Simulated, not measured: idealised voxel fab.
The following process module bears the name voxel self aligned contacts.
FYI the section here is cut, 285 nm wide, cells are 5 nm squares.
Format of a cross-section: grid, square cells. Given as bands. Order: top down. Band: one or more rows of cells. A band entry consists of two parts. The first gives the height of the band's top and the height of its bottom, in nm. The rest lists the band's materials from left to right, each with its width in nm. A single material labelled with the word "everywhere" fills the band from edge to edge, and the word "blank" marks empty space. Basically, 0 is our baseline, since under it the wafer straight out of the box is all one material. The bottom band has no lower end and keeps on going down, so it looks like "0..down". Note: "30 to 40" means the width goes from the first number (top row of the band) to the second number (bottom row) in equal steps per row of cells. Step note "no alteration" = no cross-section cell changed. Enclosed voids (no open way to top), threshold 8 cells or more, entry "Enclosed cavity list", notation width x height at distance, distance from left edge, nm. Anything after a step's settings on that line? It's the simulator's own note about the step. "overlay nm" on a masked step: distance the mask lay right of its planned place, negative for left.
These are the steps we planned for the process:
step 1: RECEIVE, material Si
step 2: OXIDIZE, depth nm 5
step 3: DIRECTIONAL_DEP, material polySi, thk nm 30
step 4: DIRECTIONAL_DEP, material SiN, thk nm 20
step 5: MASKED_ETCH, tone cover, mask id GATE, width nm 25, pitch nm 70, etch materials SiN, depth nm 20, overlay nm 0
step 6: MASKED_ETCH, tone cover, mask id GATE, width nm 25, pitch nm 70, etch materials polySi, depth nm 30, overlay nm 0
step 7: CONFORMAL_DEP, material SiN, thk nm 10
step 8: DIRECTIONAL_ETCH, etch materials SiN, depth nm 10
step 9: FILL_DEP, material SiO2, thk nm 20
step 10: CMP, height nm 60
step 11: DIRECTIONAL_DEP, material aC, thk nm 10
step 12: PATTERN, tone open, mask id CONTACT, material resist, width nm 55, pitch nm 70, thk nm 30, overlay nm 0
step 13: DIRECTIONAL_ETCH, etch materials aC, depth nm 10
step 14: STRIP, etch materials resist
step 15: DIRECTIONAL_ETCH, etch materials SiO2, depth nm 65
step 16: STRIP, etch materials aC
step 17: CONFORMAL_DEP, material TiN, thk nm 5
step 18: FILL_DEP, material W, thk nm 10
step 19: CMP, height nm 60
step 20: CONFORMAL_DEP, material SiN, thk nm 5
First out of two wafers; run went to plan:
as received, after step 1:
  0..down  Si everywhere
  Enclosed cavity list: none
The wafer, seen in cross-section, after step 2:
  0..-5  SiO2 everywhere
  Lower than -5, everything is as it was.
The wafer, seen in cross-section, after step 3:
  30..0  polySi everywhere
  Lower than 0, everything is as it was.
The wafer, seen in cross-section, after step 4:
  50..30  SiN everywhere
  Lower than 30, everything is as it was.
The wafer, seen in cross-section, after step 5:
  50..30  60 of blank, 25 of SiN, 45 of blank, 25 of SiN, 45 of blank, 25 of SiN, 60 of blank
  Lower than 30, everything is as it was.
The wafer, seen in cross-section, after step 6:
  50..30  60 of blank, 25 of SiN, 45 of blank, 25 of SiN, 45 of blank, 25 of SiN, 60 of blank
  30..0  60 of blank, 25 of polySi, 45 of blank, 25 of polySi, 45 of blank, 25 of polySi, 60 of blank
  Lower than 0, everything is as it was.
The wafer, seen in cross-section, after step 7:
  60..30  50 of blank, 45 of SiN, 25 of blank, 45 of SiN, 25 of blank, 45 of SiN, 50 of blank
  30..10  50 of blank, 10 of SiN, 25 of polySi, 10 of SiN, 25 of blank, 10 of SiN, 25 of polySi, 10 of SiN, 25 of blank, 10 of SiN, 25 of polySi, 10 of SiN, 50 of blank
  10..0  60 of SiN, 25 of polySi, 45 of SiN, 25 of polySi, 45 of SiN, 25 of polySi, 60 of SiN
  Lower than 0, everything is as it was.
The wafer, seen in cross-section, after step 8:
  50..30  50 of blank, 45 of SiN, 25 of blank, 45 of SiN, 25 of blank, 45 of SiN, 50 of blank
  30..0  50 of blank, 10 of SiN, 25 of polySi, 10 of SiN, 25 of blank, 10 of SiN, 25 of polySi, 10 of SiN, 25 of blank, 10 of SiN, 25 of polySi, 10 of SiN, 50 of blank
  Lower than 0, everything is as it was.
The wafer, seen in cross-section, after step 9:
  70..50  SiO2 everywhere
  50..30  50 of SiO2, 45 of SiN, 25 of SiO2, 45 of SiN, 25 of SiO2, 45 of SiN, 50 of SiO2
  30..0  50 of SiO2, 10 of SiN, 25 of polySi, 10 of SiN, 25 of SiO2, 10 of SiN, 25 of polySi, 10 of SiN, 25 of SiO2, 10 of SiN, 25 of polySi, 10 of SiN, 50 of SiO2
  Lower than 0, everything is as it was.
The wafer, seen in cross-section, after step 10:
  60..50  SiO2 everywhere
  Lower than 50, everything is as it was.
The wafer, seen in cross-section, after step 11:
  70..60  aC everywhere
  Lower than 60, everything is as it was.
The wafer, seen in cross-section, after step 12:
  100..70  80 of resist, 55 of blank, 15 of resist, 55 of blank, 80 of resist
  Lower than 70, everything is as it was.
The wafer, seen in cross-section, after step 13:
  90..70  80 of resist, 55 of blank, 15 of resist, 55 of blank, 80 of resist
  70..60  80 of aC, 55 of blank, 15 of aC, 55 of blank, 80 of aC
  Lower than 60, everything is as it was.
The wafer, seen in cross-section, after step 14:
  70..60  80 of aC, 55 of blank, 15 of aC, 55 of blank, 80 of aC
  Lower than 60, everything is as it was.
The wafer, seen in cross-section, after step 15:
  70..60  80 of aC, 55 of blank, 15 of aC, 55 of blank, 80 of aC
  60..50  80 of SiO2, 55 of blank, 15 of SiO2, 55 of blank, 80 of SiO2
  50..30  50 of SiO2, 45 of SiN, 25 of blank, 45 of SiN, 25 of blank, 45 of SiN, 50 of SiO2
  30..0  50 of SiO2, 10 of SiN, 25 of polySi, 10 of SiN, 25 of blank, 10 of SiN, 25 of polySi, 10 of SiN, 25 of blank, 10 of SiN, 25 of polySi, 10 of SiN, 50 of SiO2
  0..-5  95 of SiO2, 25 of blank, 45 of SiO2, 25 of blank, 95 of SiO2
  Lower than -5, everything is as it was.
The wafer, seen in cross-section, after step 16:
  60..50  80 of SiO2, 55 of blank, 15 of SiO2, 55 of blank, 80 of SiO2
  Lower than 50, everything is as it was.
The wafer, seen in cross-section, after step 17:
  65..60  85 of TiN, 45 of blank, 25 of TiN, 45 of blank, 85 of TiN
  60..50  80 of SiO2, 5 to 20 of TiN, 45 to 15 of blank, 5 to 20 of TiN, 15 of SiO2, 5 to 20 of TiN, 45 to 15 of blank, 5 to 20 of TiN, 80 of SiO2
  50..30  50 of SiO2, 45 of SiN, 5 of TiN, 15 of blank, 5 of TiN, 45 of SiN, 5 of TiN, 15 of blank, 5 of TiN, 45 of SiN, 50 of SiO2
  30..0  50 of SiO2, 10 of SiN, 25 of polySi, 10 of SiN, 5 of TiN, 15 of blank, 5 of TiN, 10 of SiN, 25 of polySi, 10 of SiN, 5 of TiN, 15 of blank, 5 of TiN, 10 of SiN, 25 of polySi, 10 of SiN, 50 of SiO2
  0..-5  95 of SiO2, 25 of TiN, 45 of SiO2, 25 of TiN, 95 of SiO2
  Lower than -5, everything is as it was.
The wafer, seen in cross-section, after step 18:
  75..65  W everywhere
  65..60  85 of TiN, 45 of W, 25 of TiN, 45 of W, 85 of TiN
  60..50  80 of SiO2, 5 to 20 of TiN, 45 to 15 of W, 5 to 20 of TiN, 15 of SiO2, 5 to 20 of TiN, 45 to 15 of W, 5 to 20 of TiN, 80 of SiO2
  50..30  50 of SiO2, 45 of SiN, 5 of TiN, 15 of W, 5 of TiN, 45 of SiN, 5 of TiN, 15 of W, 5 of TiN, 45 of SiN, 50 of SiO2
  30..0  50 of SiO2, 10 of SiN, 25 of polySi, 10 of SiN, 5 of TiN, 15 of W, 5 of TiN, 10 of SiN, 25 of polySi, 10 of SiN, 5 of TiN, 15 of W, 5 of TiN, 10 of SiN, 25 of polySi, 10 of SiN, 50 of SiO2
  Lower than 0, everything is as it was.
The wafer, seen in cross-section, after step 19:
  60..50  80 of SiO2, 5 to 20 of TiN, 45 to 15 of W, 5 to 20 of TiN, 15 of SiO2, 5 to 20 of TiN, 45 to 15 of W, 5 to 20 of TiN, 80 of SiO2
  Lower than 50, everything is as it was.
The wafer, seen in cross-section, after step 20:
  65..60  SiN everywhere
  Lower than 60, everything is as it was.
Wafer two. Same start, same plan, one slip in execution. Same as wafer one through step 3, inclusive:
What the second wafer looks like in cross-section when step 4 should have wrapped up:
  55..30  SiN everywhere
  Lower than 30, everything is as it was.
What the second wafer looks like in cross-section when step 5 should have wrapped up:
  55..35  60 of blank, 25 of SiN, 45 of blank, 25 of SiN, 45 of blank, 25 of SiN, 60 of blank
  Lower than 35, everything is as it was.
What the second wafer looks like in cross-section when step 6 should have wrapped up: no alteration
What the second wafer looks like in cross-section when step 7 should have wrapped up:
  65..45  50 of blank, 45 of SiN, 25 of blank, 45 of SiN, 25 of blank, 45 of SiN, 50 of blank
  45..30  SiN everywhere
  Lower than 30, everything is as it was.
What the second wafer looks like in cross-section when step 8 should have wrapped up:
  55..35  50 of blank, 45 of SiN, 25 of blank, 45 of SiN, 25 of blank, 45 of SiN, 50 of blank
  Lower than 35, everything is as it was.
What the second wafer looks like in cross-section when step 9 should have wrapped up:
  75..55  SiO2 everywhere
  55..35  50 of SiO2, 45 of SiN, 25 of SiO2, 45 of SiN, 25 of SiO2, 45 of SiN, 50 of SiO2
  Lower than 35, everything is as it was.
What the second wafer looks like in cross-section when step 10 should have wrapped up:
  60..55  SiO2 everywhere
  Lower than 55, everything is as it was.
What the second wafer looks like in cross-section when step 11 should have wrapped up:
  70..60  aC everywhere
  Lower than 60, everything is as it was.
What the second wafer looks like in cross-section when step 12 should have wrapped up:
  100..70  80 of resist, 55 of blank, 15 of resist, 55 of blank, 80 of resist
  Lower than 70, everything is as it was.
What the second wafer looks like in cross-section when step 13 should have wrapped up:
  90..70  80 of resist, 55 of blank, 15 of resist, 55 of blank, 80 of resist
  70..60  80 of aC, 55 of blank, 15 of aC, 55 of blank, 80 of aC
  Lower than 60, everything is as it was.
What the second wafer looks like in cross-section when step 14 should have wrapped up:
  70..60  80 of aC, 55 of blank, 15 of aC, 55 of blank, 80 of aC
  Lower than 60, everything is as it was.
What the second wafer looks like in cross-section when step 15 should have wrapped up:
  70..60  80 of aC, 55 of blank, 15 of aC, 55 of blank, 80 of aC
  60..55  80 of SiO2, 55 of blank, 15 of SiO2, 55 of blank, 80 of SiO2
  55..35  50 of SiO2, 45 of SiN, 25 of blank, 45 of SiN, 25 of blank, 45 of SiN, 50 of SiO2
  Lower than 35, everything is as it was.
What the second wafer looks like in cross-section when step 16 should have wrapped up:
  60..55  80 of SiO2, 55 of blank, 15 of SiO2, 55 of blank, 80 of SiO2
  Lower than 55, everything is as it was.
What the second wafer looks like in cross-section when step 17 should have wrapped up:
  65..60  85 of TiN, 45 of blank, 25 of TiN, 45 of blank, 85 of TiN
  60..55  80 of SiO2, 20 of TiN, 15 of blank, 20 of TiN, 15 of SiO2, 20 of TiN, 15 of blank, 20 of TiN, 80 of SiO2
  55..40  50 of SiO2, 45 of SiN, 5 of TiN, 15 of blank, 5 of TiN, 45 of SiN, 5 of TiN, 15 of blank, 5 of TiN, 45 of SiN, 50 of SiO2
  40..35  50 of SiO2, 45 of SiN, 25 of TiN, 45 of SiN, 25 of TiN, 45 of SiN, 50 of SiO2
  Lower than 35, everything is as it was.
What the second wafer looks like in cross-section when step 18 should have wrapped up:
  75..65  W everywhere
  65..60  85 of TiN, 45 of W, 25 of TiN, 45 of W, 85 of TiN
  60..55  80 of SiO2, 20 of TiN, 15 of W, 20 of TiN, 15 of SiO2, 20 of TiN, 15 of W, 20 of TiN, 80 of SiO2
  55..40  50 of SiO2, 45 of SiN, 5 of TiN, 15 of W, 5 of TiN, 45 of SiN, 5 of TiN, 15 of W, 5 of TiN, 45 of SiN, 50 of SiO2
  Lower than 40, everything is as it was.
What the second wafer looks like in cross-section when step 19 should have wrapped up:
  60..55  80 of SiO2, 20 of TiN, 15 of W, 20 of TiN, 15 of SiO2, 20 of TiN, 15 of W, 20 of TiN, 80 of SiO2
  Lower than 55, everything is as it was.
What the second wafer looks like in cross-section when step 20 should have wrapped up:
  65..60  SiN everywhere
  Lower than 60, everything is as it was.
It is concluded that the wafer was processed incorrectly with respect to the plan, in that step 4 did not use the planned setting and instead ran as DIRECTIONAL_DEP, material SiN, thk nm 25
Looking at both finished wafers in cells, the second ends up ahead of or behind the first on some materials: 15 fewer of SiN | 145 fewer of SiO2 | 32 fewer of TiN | 60 fewer of W | 252 more of polySi
